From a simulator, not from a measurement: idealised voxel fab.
Title: Process Module voxel gate over fins
cross-section cut | 230 nm wide | cells 5 nm
Format of a cross-section: grid, square cells. Given as bands. Order: top down. Band: one or more rows of cells. Within each band entry, the heights of the top and of the bottom of the band appear first, in that order and in nm; the materials of the band then follow from left to right, each with its corresponding width in nm. The designation "throughout" on a single material indicates that it fills the band from edge to edge; the designation "empty" indicates empty space. Zero point of the height axis is 0; under it, received wafer = one material. Lowest band: continues down indefinitely, "0 -> down". Read "30->40" as a graded width: first number on top, second number at the bottom, same change between each pair of neighbouring rows. "identical to before" means the step left every cell of the cross-section as it was. Entry "Enclosed void entries" = empty spaces >= 8 cells with no open way to the top; each as width x height at distance, distance from left edge, all nm. That trailing text on a step's line, after the settings, is the simulator's own remark on the step. "overlay nm" on a masked step: distance the mask lay right of its planned place, negative for left.
## Set out below are the planned steps of the process
1 RECEIVE: material Si
2 CONFORMAL_DEP: material SiN, thk nm 5
3 MASKED_ETCH: tone cover, mask id FINS, width nm 15, pitch nm 35, etch materials SiN, depth nm 5, overlay nm 0
4 MASKED_ETCH: tone cover, mask id FINS, width nm 15, pitch nm 35, etch materials Si, depth nm 40, overlay nm 0
5 OXIDIZE: depth nm 5
6 FILL_DEP: material SiO2, thk nm 10
7 CMP: height nm 5
8 SELECTIVE_ETCH: etch materials SiO2, depth nm 20
9 STRIP: etch materials SiN
10 CONFORMAL_DEP: material HfO2, thk nm 5
11 CONFORMAL_DEP: material TiN, thk nm 5
12 FILL_DEP: material W, thk nm 15
13 CMP: height nm 20
14 CONFORMAL_DEP: material SiCN, thk nm 5
## Concerning the first of two wafers, which was run in accordance with the plan
## As-received wafer cross-section (after step 1)
- 0 -> down  Si throughout
- Enclosed void entries: none
## The wafer in cross-section once step 2 is complete
- 5 -> 0  SiN throughout
- For the remainder of the cross-section, below 0, there is no change.
## The wafer in cross-section once step 3 is complete
- 5 -> 0  empty=70 / SiN=15 / empty=20 / SiN=15 / empty=20 / SiN=15 / empty=75
- For the remainder of the cross-section, below 0, there is no change.
## The wafer in cross-section once step 4 is complete
- 5 -> 0  empty=70 / SiN=15 / empty=20 / SiN=15 / empty=20 / SiN=15 / empty=75
- 0 -> -40  empty=70 / Si=15 / empty=20 / Si=15 / empty=20 / Si=15 / empty=75
- For the remainder of the cross-section, below -40, there is no change.
## The wafer in cross-section once step 5 is complete
- 5 -> 0  empty=70 / SiN=15 / empty=20 / SiN=15 / empty=20 / SiN=15 / empty=75
- 0 -> -40  empty=70 / SiO2=5 / Si=5 / SiO2=5 / empty=20 / SiO2=5 / Si=5 / SiO2=5 / empty=20 / SiO2=5 / Si=5 / SiO2=5 / empty=75
- -40 -> -45  SiO2=75 / Si=5 / SiO2=30 / Si=5 / SiO2=30 / Si=5 / SiO2=80
- For the remainder of the cross-section, below -45, there is no change.
## The wafer in cross-section once step 6 is complete
- 15 -> 5  SiO2 throughout
- 5 -> 0  SiO2=70 / SiN=15 / SiO2=20 / SiN=15 / SiO2=20 / SiN=15 / SiO2=75
- 0 -> -45  SiO2=75 / Si=5 / SiO2=30 / Si=5 / SiO2=30 / Si=5 / SiO2=80
- For the remainder of the cross-section, below -45, there is no change.
## The wafer in cross-section once step 7 is complete
- 5 -> 0  SiO2=70 / SiN=15 / SiO2=20 / SiN=15 / SiO2=20 / SiN=15 / SiO2=75
- For the remainder of the cross-section, below 0, there is no change.
## The wafer in cross-section once step 8 is complete
- 5 -> 0  empty=70 / SiN=15 / empty=20 / SiN=15 / empty=20 / SiN=15 / empty=75
- 0 -> -15  empty=75 / Si=5 / empty=30 / Si=5 / empty=30 / Si=5 / empty=80
- For the remainder of the cross-section, below -15, there is no change.
## The wafer in cross-section once step 9 is complete
- 0 -> -15  empty=75 / Si=5 / empty=30 / Si=5 / empty=30 / Si=5 / empty=80
- For the remainder of the cross-section, below -15, there is no change.
## The wafer in cross-section once step 10 is complete
- 5 -> 0  empty=70 / HfO2=15 / empty=20 / HfO2=15 / empty=20 / HfO2=15 / empty=75
- 0 -> -10  empty=70 / HfO2=5 / Si=5 / HfO2=5 / empty=20 / HfO2=5 / Si=5 / HfO2=5 / empty=20 / HfO2=5 / Si=5 / HfO2=5 / empty=75
- -10 -> -15  HfO2=75 / Si=5 / HfO2=30 / Si=5 / HfO2=30 / Si=5 / HfO2=80
- For the remainder of the cross-section, below -15, there is no change.
## The wafer in cross-section once step 11 is complete
- 10 -> 5  empty=65 / TiN=25 / empty=10 / TiN=25 / empty=10 / TiN=25 / empty=70
- 5 -> 0  empty=65 / TiN=5 / HfO2=15 / TiN=5 / empty=10 / TiN=5 / HfO2=15 / TiN=5 / empty=10 / TiN=5 / HfO2=15 / TiN=5 / empty=70
- 0 -> -5  empty=65 / TiN=5 / HfO2=5 / Si=5 / HfO2=5 / TiN=5 / empty=10 / TiN=5 / HfO2=5 / Si=5 / HfO2=5 / TiN=5 / empty=10 / TiN=5 / HfO2=5 / Si=5 / HfO2=5 / TiN=5 / empty=70
- -5 -> -10  TiN=70 / HfO2=5 / Si=5 / HfO2=5 / TiN=20 / HfO2=5 / Si=5 / HfO2=5 / TiN=20 / HfO2=5 / Si=5 / HfO2=5 / TiN=75
- For the remainder of the cross-section, below -10, there is no change.
## The wafer in cross-section once step 12 is complete
- 25 -> 10  W throughout
- 10 -> 5  W=65 / TiN=25 / W=10 / TiN=25 / W=10 / TiN=25 / W=70
- 5 -> 0  W=65 / TiN=5 / HfO2=15 / TiN=5 / W=10 / TiN=5 / HfO2=15 / TiN=5 / W=10 / TiN=5 / HfO2=15 / TiN=5 / W=70
- 0 -> -5  W=65 / TiN=5 / HfO2=5 / Si=5 / HfO2=5 / TiN=5 / W=10 / TiN=5 / HfO2=5 / Si=5 / HfO2=5 / TiN=5 / W=10 / TiN=5 / HfO2=5 / Si=5 / HfO2=5 / TiN=5 / W=70
- For the remainder of the cross-section, below -5, there is no change.
## The wafer in cross-section once step 13 is complete
- 20 -> 10  W throughout
- For the remainder of the cross-section, below 10, there is no change.
## The wafer in cross-section once step 14 is complete
- 25 -> 20  SiCN throughout
- For the remainder of the cross-section, below 20, there is no change.
## The second wafer: identical to the first at the outset and in its planned sequence, differing only in that one mistake was made during processing; up to and including step 2, its path is the first wafer's path
## when step 3 should have ended
- 5 -> 0  SiN=70 / empty=15 / SiN=20 / empty=15 / SiN=20 / empty=15 / SiN=75
- For the remainder of the cross-section, below 0, there is no change.
when step 4 should have ended: identical to before
## when step 5 should have ended
- 5 -> 0  SiN=70 / empty=15 / SiN=20 / empty=15 / SiN=20 / empty=15 / SiN=75
- 0 -> -5  Si=65 / SiO2=25 / Si=10 / SiO2=25 / Si=10 / SiO2=25 / Si=70
- For the remainder of the cross-section, below -5, there is no change.
## when step 6 should have ended
- 15 -> 5  SiO2 throughout
- 5 -> 0  SiN=70 / SiO2=15 / SiN=20 / SiO2=15 / SiN=20 / SiO2=15 / SiN=75
- For the remainder of the cross-section, below 0, there is no change.
## when step 7 should have ended
- 5 -> 0  SiN=70 / SiO2=15 / SiN=20 / SiO2=15 / SiN=20 / SiO2=15 / SiN=75
- For the remainder of the cross-section, below 0, there is no change.
## when step 8 should have ended
- 5 -> 0  SiN=70 / empty=15 / SiN=20 / empty=15 / SiN=20 / empty=15 / SiN=75
- 0 -> -5  Si=65 / empty=25 / Si=10 / empty=25 / Si=10 / empty=25 / Si=70
- For the remainder of the cross-section, below -5, there is no change.
## when step 9 should have ended
- 0 -> -5  Si=65 / empty=25 / Si=10 / empty=25 / Si=10 / empty=25 / Si=70
- For the remainder of the cross-section, below -5, there is no change.
## when step 10 should have ended
- 5 -> 0  HfO2=70 / empty=15 / HfO2=20 / empty=15 / HfO2=20 / empty=15 / HfO2=75
- 0 -> -5  Si=65 / HfO2=25 / Si=10 / HfO2=25 / Si=10 / HfO2=25 / Si=70
- For the remainder of the cross-section, below -5, there is no change.
## when step 11 should have ended
- 10 -> 5  TiN=75 / empty=5 / TiN=30 / empty=5 / TiN=30 / empty=5 / TiN=80
- 5 -> 0  HfO2=70 / TiN=15 / HfO2=20 / TiN=15 / HfO2=20 / TiN=15 / HfO2=75
- For the remainder of the cross-section, below 0, there is no change.
## when step 12 should have ended
- 25 -> 10  W throughout
- 10 -> 5  TiN=75 / W=5 / TiN=30 / W=5 / TiN=30 / W=5 / TiN=80
- For the remainder of the cross-section, below 5, there is no change.
## when step 13 should have ended
- 20 -> 10  W throughout
- For the remainder of the cross-section, below 10, there is no change.
## when step 14 should have ended
- 25 -> 20  SiCN throughout
- For the remainder of the cross-section, below 20, there is no change.
What was the processing mistake? planned and actual differ for step 3; actual: MASKED_ETCH: tone open, mask id FINS, width nm 15, pitch nm 35, etch materials SiN, depth nm 5, overlay nm 0
Final tally in cells, some materials are higher or lower on the second wafer than on the first: -12 HfO2, +372 Si, -258 SiO2, -12 TiN, -90 W
